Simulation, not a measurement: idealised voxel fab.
The process module that follows is named voxel gate over fins.
In the cross-section labelled cut, the width is 210 nm and each square cell is 5 nm.
For the purposes of this document, a cross-section shall be understood as a grid of square cells, specified as bands listed in top-to-bottom order, each band consisting of one or more rows of cells.
Per band: top height and bottom height in nm, followed by the left-to-right materials and their widths in nm; "full width" marks a single material spanning edge to edge, "blank" marks empty space.
Beneath 0, the wafer as received is one material, and that level is where height counting begins. The lowest band goes on downward without a bottom; it is written like "0..down".
The expression "30..40" gives the width at the extremes of the band, the first number at its top row of cells and the second at its bottom row, with the width changing by equal amounts from each row to the next in between.
A step reported as "no modifications" is a step in which no cell of the cross-section changed.
"Closed voids list" contains a list of empty spaces, each no smaller than 8 cells and without an open way to the top, written in the form width x height at distance with the distance from the left edge and all three in nm.
Heads up: the bit after the settings on a step's line is the simulator's remark on that step.
Each step line may optionally specify "overlay nm", which for a step with a mask gives the rightward distance between the mask's planned place and where it lay, a negative value indicating the leftward direction.
What follows is a series of pairs. Each pair shows a cross-section before one process step and the cross-section after it, and the after view is drawn only down to the lowest band that changed. Beneath each pair is the step that lies between the two, with its settings. Pairs may come from different runs of this module on the same starting wafer, so a pair continues from the one above it only where its entry headed "Pre-step geometry" says so.

Pre-step geometry
0..-15: 45 of blank; 25 of Si; 20 of blank; 25 of Si; 20 of blank; 25 of Si; 50 of blank
-15..-35: 45 of SiO2; 25 of Si; 20 of SiO2; 25 of Si; 20 of SiO2; 25 of Si; 50 of SiO2
-35..down: Si full width
Closed voids list: none

Post-Step Snapshot
5..0: 40 of blank; 35 of HfO2; 10 of blank; 35 of HfO2; 10 of blank; 35 of HfO2; 45 of blank
0..-10: 40 of blank; 5 of HfO2; 25 of Si; 5 of HfO2; 10 of blank; 5 of HfO2; 25 of Si; 5 of HfO2; 10 of blank; 5 of HfO2; 25 of Si; 5 of HfO2; 45 of blank
-10..-15: 45 of HfO2; 25 of Si; 20 of HfO2; 25 of Si; 20 of HfO2; 25 of Si; 50 of HfO2
Below -15, no change.
Closed voids list: none
Q: step between the cross-sections above? A: CONFORMAL_DEP: material HfO2, thk nm 5

Pre-step geometry: identical to the post-step cross-section of the immediately preceding pair.

Post-Step Snapshot
10..5: 35 of blank; 135 of TiN; 40 of blank
5..0: 35 of blank; 5 of TiN; 35 of HfO2; 10 of TiN; 35 of HfO2; 10 of TiN; 35 of HfO2; 5 of TiN; 40 of blank
0..-5: 35 of blank; 5 of TiN; 5 of HfO2; 25 of Si; 5 of HfO2; 10 of TiN; 5 of HfO2; 25 of Si; 5 of HfO2; 10 of TiN; 5 of HfO2; 25 of Si; 5 of HfO2; 5 of TiN; 40 of blank
-5..-10: 40 of TiN; 5 of HfO2; 25 of Si; 5 of HfO2; 10 of TiN; 5 of HfO2; 25 of Si; 5 of HfO2; 10 of TiN; 5 of HfO2; 25 of Si; 5 of HfO2; 45 of TiN
Below -10, no change.
Closed voids list: none
Q: step between the cross-sections above? A: CONFORMAL_DEP: material TiN, thk nm 5

Pre-step geometry: identical to the post-step cross-section of the immediately preceding pair.

Post-Step Snapshot
15..10: 30 of blank; 145 of TiAl; 35 of blank
10..5: 30 of blank; 5 of TiAl; 135 of TiN; 5 of TiAl; 35 of blank
5..0: 30 of blank; 5 of TiAl; 5 of TiN; 35 of HfO2; 10 of TiN; 35 of HfO2; 10 of TiN; 35 of HfO2; 5 of TiN; 5 of TiAl; 35 of blank
0..-5: 35 of TiAl; 5 of TiN; 5 of HfO2; 25 of Si; 5 of HfO2; 10 of TiN; 5 of HfO2; 25 of Si; 5 of HfO2; 10 of TiN; 5 of HfO2; 25 of Si; 5 of HfO2; 5 of TiN; 40 of TiAl
Below -5, no change.
Closed voids list: none
Q: step between the cross-sections above? A: CONFORMAL_DEP: material TiAl, thk nm 5

Pre-step geometry: identical to the post-step cross-section of the immediately preceding pair.

Post-Step Snapshot
20..15: 25 of blank; 155 of TiN; 30 of blank
15..10: 25 of blank; 5 of TiN; 145 of TiAl; 5 of TiN; 30 of blank
10..5: 25 of blank; 5 of TiN; 5 of TiAl; 135 of TiN; 5 of TiAl; 5 of TiN; 30 of blank
5..0: 30 of TiN; 5 of TiAl; 5 of TiN; 35 of HfO2; 10 of TiN; 35 of HfO2; 10 of TiN; 35 of HfO2; 5 of TiN; 5 of TiAl; 35 of TiN
Below 0, no change.
Closed voids list: none
Q: step between the cross-sections above? A: CONFORMAL_DEP: material TiN, thk nm 5

Pre-step geometry: identical to the post-step cross-section of the immediately preceding pair.

Post-Step Snapshot
30..20: W full width
20..15: 25 of W; 155 of TiN; 30 of W
15..10: 25 of W; 5 of TiN; 145 of TiAl; 5 of TiN; 30 of W
10..5: 25 of W; 5 of TiN; 5 of TiAl; 135 of TiN; 5 of TiAl; 5 of TiN; 30 of W
Below 5, no change.
Closed voids list: none
Q: step between the cross-sections above? A: FILL_DEP: material W, thk nm 10

Pre-step geometry: identical to the post-step cross-section of the immediately preceding pair.

Post-Step Snapshot
25..20: W full width
Below 20, no change.
Closed voids list: none
Q: step between the cross-sections above? A: CMP: height nm 25

Pre-step geometry: identical to the post-step cross-section of the immediately preceding pair.

Post-Step Snapshot
30..25: SiCN full width
Below 25, no change.
Closed voids list: none
Q: step between the cross-sections above? A: CONFORMAL_DEP: material SiCN, thk nm 5

Pre-step geometry
25..10: aC full width
10..0: SiN full width
0..down: Si full width
Closed voids list: none

Post-Step Snapshot
60..25: 45 of blank; 15 of resist; 30 of blank; 15 of resist; 30 of blank; 15 of resist; 60 of blank
Below 25, no change.
Closed voids list: none
Q: step between the cross-sections above? A: PATTERN: tone cover, mask id FINS, material resist, width nm 15, pitch nm 45, thk nm 35, overlay nm -5

Pre-step geometry: identical to the post-step cross-section of the immediately preceding pair.

Post-Step Snapshot
45..25: 45 of blank; 15 of resist; 30 of blank; 15 of resist; 30 of blank; 15 of resist; 60 of blank
25..10: 45 of blank; 15 of aC; 30 of blank; 15 of aC; 30 of blank; 15 of aC; 60 of blank
Below 10, no change.
Closed voids list: none
Q: step between the cross-sections above? A: DIRECTIONAL_ETCH: etch materials aC, depth nm 15

Pre-step geometry: identical to the post-step cross-section of the immediately preceding pair.

Post-Step Snapshot
25..10: 45 of blank; 15 of aC; 30 of blank; 15 of aC; 30 of blank; 15 of aC; 60 of blank
Below 10, no change.
Closed voids list: none
Q: step between the cross-sections above? A: STRIP: etch materials resist

Pre-step geometry: identical to the post-step cross-section of the immediately preceding pair.

Post-Step Snapshot
25..10: 45 of blank; 15 of aC; 30 of blank; 15 of aC; 30 of blank; 15 of aC; 60 of blank
10..0: 45 of blank; 15 of SiN; 30 of blank; 15 of SiN; 30 of blank; 15 of SiN; 60 of blank
Below 0, no change.
Closed voids list: none
Q: step between the cross-sections above? A: DIRECTIONAL_ETCH: etch materials SiN, depth nm 10

Pre-step geometry: identical to the post-step cross-section of the immediately preceding pair.

Post-Step Snapshot
25..10: 45 of blank; 15 of aC; 30 of blank; 15 of aC; 30 of blank; 15 of aC; 60 of blank
10..0: 45 of blank; 15 of SiN; 30 of blank; 15 of SiN; 30 of blank; 15 of SiN; 60 of blank
0..-35: 45 of blank; 15 of Si; 30 of blank; 15 of Si; 30 of blank; 15 of Si; 60 of blank
Below -35, no change.
Closed voids list: none
Q: step between the cross-sections above? A: DIRECTIONAL_ETCH: etch materials Si, depth nm 35

Pre-step geometry: identical to the post-step cross-section of the immediately preceding pair.

Post-Step Snapshot
10..0: 45 of blank; 15 of SiN; 30 of blank; 15 of SiN; 30 of blank; 15 of SiN; 60 of blank
Below 0, no change.
Closed voids list: none
Q: step between the cross-sections above? A: STRIP: etch materials aC

Pre-step geometry: identical to the post-step cross-section of the immediately preceding pair.

Post-Step Snapshot
25..10: SiO2 full width
10..0: 45 of SiO2; 15 of SiN; 30 of SiO2; 15 of SiN; 30 of SiO2; 15 of SiN; 60 of SiO2
0..-35: 45 of SiO2; 15 of Si; 30 of SiO2; 15 of Si; 30 of SiO2; 15 of Si; 60 of SiO2
Below -35, no change.
Closed voids list: none
Q: step between the cross-sections above? A: FILL_DEP: material SiO2, thk nm 15

Pre-step geometry: identical to the post-step cross-section of the immediately preceding pair.

Post-Step Snapshot
10..0: 45 of SiO2; 15 of SiN; 30 of SiO2; 15 of SiN; 30 of SiO2; 15 of SiN; 60 of SiO2
Below 0, no change.
Closed voids list: none
Q: step between the cross-sections above? A: CMP: height nm 10

Pre-step geometry: identical to the post-step cross-section of the immediately preceding pair.

Post-Step Snapshot
10..0: 45 of blank; 15 of SiN; 30 of blank; 15 of SiN; 30 of blank; 15 of SiN; 60 of blank
0..-15: 45 of blank; 15 of Si; 30 of blank; 15 of Si; 30 of blank; 15 of Si; 60 of blank
Below -15, no change.
Closed voids list: none
Q: step between the cross-sections above? A: SELECTIVE_ETCH: etch materials SiO2, depth nm 25

Pre-step geometry: identical to the post-step cross-section of the immediately preceding pair.

Post-Step Snapshot
0..-15: 45 of blank; 15 of Si; 30 of blank; 15 of Si; 30 of blank; 15 of Si; 60 of blank
Below -15, no change.
Closed voids list: none
Q: step between the cross-sections above? A: STRIP: etch materials SiN

Pre-step geometry: identical to the post-step cross-section of the immediately preceding pair.

Post-Step Snapshot
5..0: 40 of blank; 25 of HfO2; 20 of blank; 25 of HfO2; 20 of blank; 25 of HfO2; 55 of blank
0..-10: 40 of blank; 5 of HfO2; 15 of Si; 5 of HfO2; 20 of blank; 5 of HfO2; 15 of Si; 5 of HfO2; 20 of blank; 5 of HfO2; 15 of Si; 5 of HfO2; 55 of blank
-10..-15: 45 of HfO2; 15 of Si; 30 of HfO2; 15 of Si; 30 of HfO2; 15 of Si; 60 of HfO2
Below -15, no change.
Closed voids list: none
Q: step between the cross-sections above? A: CONFORMAL_DEP: material HfO2, thk nm 5

Pre-step geometry: identical to the post-step cross-section of the immediately preceding pair.

Post-Step Snapshot
10..5: 35 of blank; 35 of TiN; 10 of blank; 35 of TiN; 10 of blank; 35 of TiN; 50 of blank
5..0: 35 of blank; 5 of TiN; 25 of HfO2; 5 of TiN; 10 of blank; 5 of TiN; 25 of HfO2; 5 of TiN; 10 of blank; 5 of TiN; 25 of HfO2; 5 of TiN; 50 of blank
0..-5: 35 of blank; 5 of TiN; 5 of HfO2; 15 of Si; 5 of HfO2; 5 of TiN; 10 of blank; 5 of TiN; 5 of HfO2; 15 of Si; 5 of HfO2; 5 of TiN; 10 of blank; 5 of TiN; 5 of HfO2; 15 of Si; 5 of HfO2; 5 of TiN; 50 of blank
-5..-10: 40 of TiN; 5 of HfO2; 15 of Si; 5 of HfO2; 20 of TiN; 5 of HfO2; 15 of Si; 5 of HfO2; 20 of TiN; 5 of HfO2; 15 of Si; 5 of HfO2; 55 of TiN
Below -10, no change.
Closed voids list: none
Q: step between the cross-sections above? A: CONFORMAL_DEP: material TiN, thk nm 5

Pre-step geometry: identical to the post-step cross-section of the immediately preceding pair.

Post-Step Snapshot
15..10: 30 of blank; 135 of TiAl; 45 of blank
10..5: 30 of blank; 5 of TiAl; 35 of TiN; 10 of TiAl; 35 of TiN; 10 of TiAl; 35 of TiN; 5 of TiAl; 45 of blank
5..0: 30 of blank; 5 of TiAl; 5 of TiN; 25 of HfO2; 5 of TiN; 10 of TiAl; 5 of TiN; 25 of HfO2; 5 of TiN; 10 of TiAl; 5 of TiN; 25 of HfO2; 5 of TiN; 5 of TiAl; 45 of blank
0..-5: 35 of TiAl; 5 of TiN; 5 of HfO2; 15 of Si; 5 of HfO2; 5 of TiN; 10 of TiAl; 5 of TiN; 5 of HfO2; 15 of Si; 5 of HfO2; 5 of TiN; 10 of TiAl; 5 of TiN; 5 of HfO2; 15 of Si; 5 of HfO2; 5 of TiN; 50 of TiAl
Below -5, no change.
Closed voids list: none
Q: step between the cross-sections above? A: CONFORMAL_DEP: material TiAl, thk nm 5

Pre-step geometry: identical to the post-step cross-section of the immediately preceding pair.

Post-Step Snapshot
20..15: 25 of blank; 145 of TiN; 40 of blank
15..10: 25 of blank; 5 of TiN; 135 of TiAl; 5 of TiN; 40 of blank
10..5: 25 of blank; 5 of TiN; 5 of TiAl; 35 of TiN; 10 of TiAl; 35 of TiN; 10 of TiAl; 35 of TiN; 5 of TiAl; 5 of TiN; 40 of blank
5..0: 30 of TiN; 5 of TiAl; 5 of TiN; 25 of HfO2; 5 of TiN; 10 of TiAl; 5 of TiN; 25 of HfO2; 5 of TiN; 10 of TiAl; 5 of TiN; 25 of HfO2; 5 of TiN; 5 of TiAl; 45 of TiN
Below 0, no change.
Closed voids list: none
Q: step between the cross-sections above? A: CONFORMAL_DEP: material TiN, thk nm 5

Pre-step geometry: identical to the post-step cross-section of the immediately preceding pair.

Post-Step Snapshot
30..20: W full width
20..15: 25 of W; 145 of TiN; 40 of W
15..10: 25 of W; 5 of TiN; 135 of TiAl; 5 of TiN; 40 of W
10..5: 25 of W; 5 of TiN; 5 of TiAl; 35 of TiN; 10 of TiAl; 35 of TiN; 10 of TiAl; 35 of TiN; 5 of TiAl; 5 of TiN; 40 of W
Below 5, no change.
Closed voids list: none
Q: step between the cross-sections above? A: FILL_DEP: material W, thk nm 10

Pre-step geometry: identical to the post-step cross-section of the immediately preceding pair.

Post-Step Snapshot
25..20: W full width
Below 20, no change.
Closed voids list: none
Q: step between the cross-sections above? A: CMP: height nm 25

Pre-step geometry: identical to the post-step cross-section of the immediately preceding pair.

Post-Step Snapshot
30..25: SiCN full width
Below 25, no change.
Closed voids list: none
Q: step between the cross-sections above? A: CONFORMAL_DEP: material SiCN, thk nm 5

Pre-step geometry
15..10: 35 of blank; 135 of TiAl; 40 of blank
10..5: 35 of blank; 5 of TiAl; 35 of TiN; 10 of TiAl; 35 of TiN; 10 of TiAl; 35 of TiN; 5 of TiAl; 40 of blank
5..0: 35 of blank; 5 of TiAl; 5 of TiN; 25 of HfO2; 5 of TiN; 10 of TiAl; 5 of TiN; 25 of HfO2; 5 of TiN; 10 of TiAl; 5 of TiN; 25 of HfO2; 5 of TiN; 5 of TiAl; 40 of blank
0..-5: 40 of TiAl; 5 of TiN; 5 of HfO2; 15 of Si; 5 of HfO2; 5 of TiN; 10 of TiAl; 5 of TiN; 5 of HfO2; 15 of Si; 5 of HfO2; 5 of TiN; 10 of TiAl; 5 of TiN; 5 of HfO2; 15 of Si; 5 of HfO2; 5 of TiN; 45 of TiAl
-5..-10: 45 of TiN; 5 of HfO2; 15 of Si; 5 of HfO2; 20 of TiN; 5 of HfO2; 15 of Si; 5 of HfO2; 20 of TiN; 5 of HfO2; 15 of Si; 5 of HfO2; 50 of TiN
-10..-15: 50 of HfO2; 15 of Si; 30 of HfO2; 15 of Si; 30 of HfO2; 15 of Si; 55 of HfO2
-15..-35: 50 of SiO2; 15 of Si; 30 of SiO2; 15 of Si; 30 of SiO2; 15 of Si; 55 of SiO2
-35..down: Si full width
Closed voids list: none

Post-Step Snapshot
20..15: 30 of blank; 145 of SiCN; 35 of blank
15..10: 30 of blank; 5 of SiCN; 135 of TiAl; 5 of SiCN; 35 of blank
10..5: 30 of blank; 5 of SiCN; 5 of TiAl; 35 of TiN; 10 of TiAl; 35 of TiN; 10 of TiAl; 35 of TiN; 5 of TiAl; 5 of SiCN; 35 of blank
5..0: 35 of SiCN; 5 of TiAl; 5 of TiN; 25 of HfO2; 5 of TiN; 10 of TiAl; 5 of TiN; 25 of HfO2; 5 of TiN; 10 of TiAl; 5 of TiN; 25 of HfO2; 5 of TiN; 5 of TiAl; 40 of SiCN
Below 0, no change.
Closed voids list: none
Q: step between the cross-sections above? A: CONFORMAL_DEP: material SiCN, thk nm 5

Pre-step geometry: identical to the post-step cross-section of the immediately preceding pair.

Post-Step Snapshot
30..20: W full width
20..15: 30 of W; 145 of SiCN; 35 of W
15..10: 30 of W; 5 of SiCN; 135 of TiAl; 5 of SiCN; 35 of W
10..5: 30 of W; 5 of SiCN; 5 of TiAl; 35 of TiN; 10 of TiAl; 35 of TiN; 10 of TiAl; 35 of TiN; 5 of TiAl; 5 of SiCN; 35 of W
Below 5, no change.
Closed voids list: none
Q: step between the cross-sections above? A: FILL_DEP: material W, thk nm 10

Pre-step geometry: identical to the post-step cross-section of the immediately preceding pair.

Post-Step Snapshot
25..20: W full width
Below 20, no change.
Closed voids list: none
Q: step between the cross-sections above? A: CMP: height nm 25

Pre-step geometry: identical to the post-step cross-section of the immediately preceding pair.

Post-Step Snapshot
30..25: SiCN full width
Below 25, no change.
Closed voids list: none
Q: step between the cross-sections above? A: CONFORMAL_DEP: material SiCN, thk nm 5

Pre-step geometry
25..10: aC full width
10..0: SiN full width
0..down: Si full width
Closed voids list: none

Post-Step Snapshot
60..25: 50 of resist; 15 of blank; 30 of resist; 15 of blank; 30 of resist; 15 of blank; 55 of resist
Below 25, no change.
Closed voids list: none
Q: step between the cross-sections above? A: PATTERN: tone open, mask id FINS, material resist, width nm 15, pitch nm 45, thk nm 35, overlay nm 0

Pre-step geometry: identical to the post-step cross-section of the immediately preceding pair.

Post-Step Snapshot
45..25: 50 of resist; 15 of blank; 30 of resist; 15 of blank; 30 of resist; 15 of blank; 55 of resist
25..10: 50 of aC; 15 of blank; 30 of aC; 15 of blank; 30 of aC; 15 of blank; 55 of aC
Below 10, no change.
Closed voids list: none
Q: step between the cross-sections above? A: DIRECTIONAL_ETCH: etch materials aC, depth nm 15

Pre-step geometry: identical to the post-step cross-section of the immediately preceding pair.

Post-Step Snapshot
25..10: 50 of aC; 15 of blank; 30 of aC; 15 of blank; 30 of aC; 15 of blank; 55 of aC
Below 10, no change.
Closed voids list: none
Q: step between the cross-sections above? A: STRIP: etch materials resist

Pre-step geometry: identical to the post-step cross-section of the immediately preceding pair.

Post-Step Snapshot
25..10: 50 of aC; 15 of blank; 30 of aC; 15 of blank; 30 of aC; 15 of blank; 55 of aC
10..0: 50 of SiN; 15 of blank; 30 of SiN; 15 of blank; 30 of SiN; 15 of blank; 55 of SiN
Below 0, no change.
Closed voids list: none
Q: step between the cross-sections above? A: DIRECTIONAL_ETCH: etch materials SiN, depth nm 10

Pre-step geometry: identical to the post-step cross-section of the immediately preceding pair.

Post-Step Snapshot
25..10: 50 of aC; 15 of blank; 30 of aC; 15 of blank; 30 of aC; 15 of blank; 55 of aC
10..0: 50 of SiN; 15 of blank; 30 of SiN; 15 of blank; 30 of SiN; 15 of blank; 55 of SiN
0..-35: 50 of Si; 15 of blank; 30 of Si; 15 of blank; 30 of Si; 15 of blank; 55 of Si
Below -35, no change.
Closed voids list: none
Q: step between the cross-sections above? A: DIRECTIONAL_ETCH: etch materials Si, depth nm 35

Pre-step geometry: identical to the post-step cross-section of the immediately preceding pair.

Post-Step Snapshot
10..0: 50 of SiN; 15 of blank; 30 of SiN; 15 of blank; 30 of SiN; 15 of blank; 55 of SiN
Below 0, no change.
Closed voids list: none
Q: step between the cross-sections above? A: STRIP: etch materials aC

Pre-step geometry: identical to the post-step cross-section of the immediately preceding pair.

Post-Step Snapshot
25..10: SiO2 full width
10..0: 50 of SiN; 15 of SiO2; 30 of SiN; 15 of SiO2; 30 of SiN; 15 of SiO2; 55 of SiN
0..-35: 50 of Si; 15 of SiO2; 30 of Si; 15 of SiO2; 30 of Si; 15 of SiO2; 55 of Si
Below -35, no change.
Closed voids list: none
Q: step between the cross-sections above? A: FILL_DEP: material SiO2, thk nm 15

Pre-step geometry: identical to the post-step cross-section of the immediately preceding pair.

Post-Step Snapshot
10..0: 50 of SiN; 15 of SiO2; 30 of SiN; 15 of SiO2; 30 of SiN; 15 of SiO2; 55 of SiN
Below 0, no change.
Closed voids list: none
Q: step between the cross-sections above? A: CMP: height nm 10

Pre-step geometry: identical to the post-step cross-section of the immediately preceding pair.

Post-Step Snapshot
10..0: 50 of SiN; 15 of blank; 30 of SiN; 15 of blank; 30 of SiN; 15 of blank; 55 of SiN
0..-15: 50 of Si; 15 of blank; 30 of Si; 15 of blank; 30 of Si; 15 of blank; 55 of Si
Below -15, no change.
Closed voids list: none
Q: step between the cross-sections above? A: SELECTIVE_ETCH: etch materials SiO2, depth nm 25

Pre-step geometry: identical to the post-step cross-section of the immediately preceding pair.

Post-Step Snapshot
0..-15: 50 of Si; 15 of blank; 30 of Si; 15 of blank; 30 of Si; 15 of blank; 55 of Si
Below -15, no change.
Closed voids list: none
Q: step between the cross-sections above? A: STRIP: etch materials SiN

Pre-step geometry: identical to the post-step cross-section of the immediately preceding pair.

Post-Step Snapshot
5..0: 55 of HfO2; 5 of blank; 40 of HfO2; 5 of blank; 40 of HfO2; 5 of blank; 60 of HfO2
0..-10: 50 of Si; 5 of HfO2; 5 of blank; 5 of HfO2; 30 of Si; 5 of HfO2; 5 of blank; 5 of HfO2; 30 of Si; 5 of HfO2; 5 of blank; 5 of HfO2; 55 of Si
-10..-15: 50 of Si; 15 of HfO2; 30 of Si; 15 of HfO2; 30 of Si; 15 of HfO2; 55 of Si
Below -15, no change.
Closed voids list: none
Q: step between the cross-sections above? A: CONFORMAL_DEP: material HfO2, thk nm 5

Pre-step geometry: identical to the post-step cross-section of the immediately preceding pair.

Post-Step Snapshot
10..5: TiN full width
5..0: 55 of HfO2; 5 of TiN; 40 of HfO2; 5 of TiN; 40 of HfO2; 5 of TiN; 60 of HfO2
0..-10: 50 of Si; 5 of HfO2; 5 of TiN; 5 of HfO2; 30 of Si; 5 of HfO2; 5 of TiN; 5 of HfO2; 30 of Si; 5 of HfO2; 5 of TiN; 5 of HfO2; 55 of Si
Below -10, no change.
Closed voids list: none
Q: step between the cross-sections above? A: CONFORMAL_DEP: material TiN, thk nm 5

Pre-step geometry: identical to the post-step cross-section of the immediately preceding pair.

Post-Step Snapshot
15..10: TiAl full width
Below 10, no change.
Closed voids list: none
Q: step between the cross-sections above? A: CONFORMAL_DEP: material TiAl, thk nm 5

Pre-step geometry: identical to the post-step cross-section of the immediately preceding pair.

Post-Step Snapshot
20..15: TiN full width
Below 15, no change.
Closed voids list: none
Q: step between the cross-sections above? A: CONFORMAL_DEP: material TiN, thk nm 5

Pre-step geometry: identical to the post-step cross-section of the immediately preceding pair.

Post-Step Snapshot
30..20: W full width
Below 20, no change.
Closed voids list: none
Q: step between the cross-sections above? A: FILL_DEP: material W, thk nm 10

Pre-step geometry: identical to the post-step cross-section of the immediately preceding pair.

Post-Step Snapshot
25..20: W full width
Below 20, no change.
Closed voids list: none
Q: step between the cross-sections above? A: CMP: height nm 25

Pre-step geometry: identical to the post-step cross-section of the immediately preceding pair.

Post-Step Snapshot
30..25: SiCN full width
Below 25, no change.
Closed voids list: none
Q: step between the cross-sections above? A: CONFORMAL_DEP: material SiCN, thk nm 5
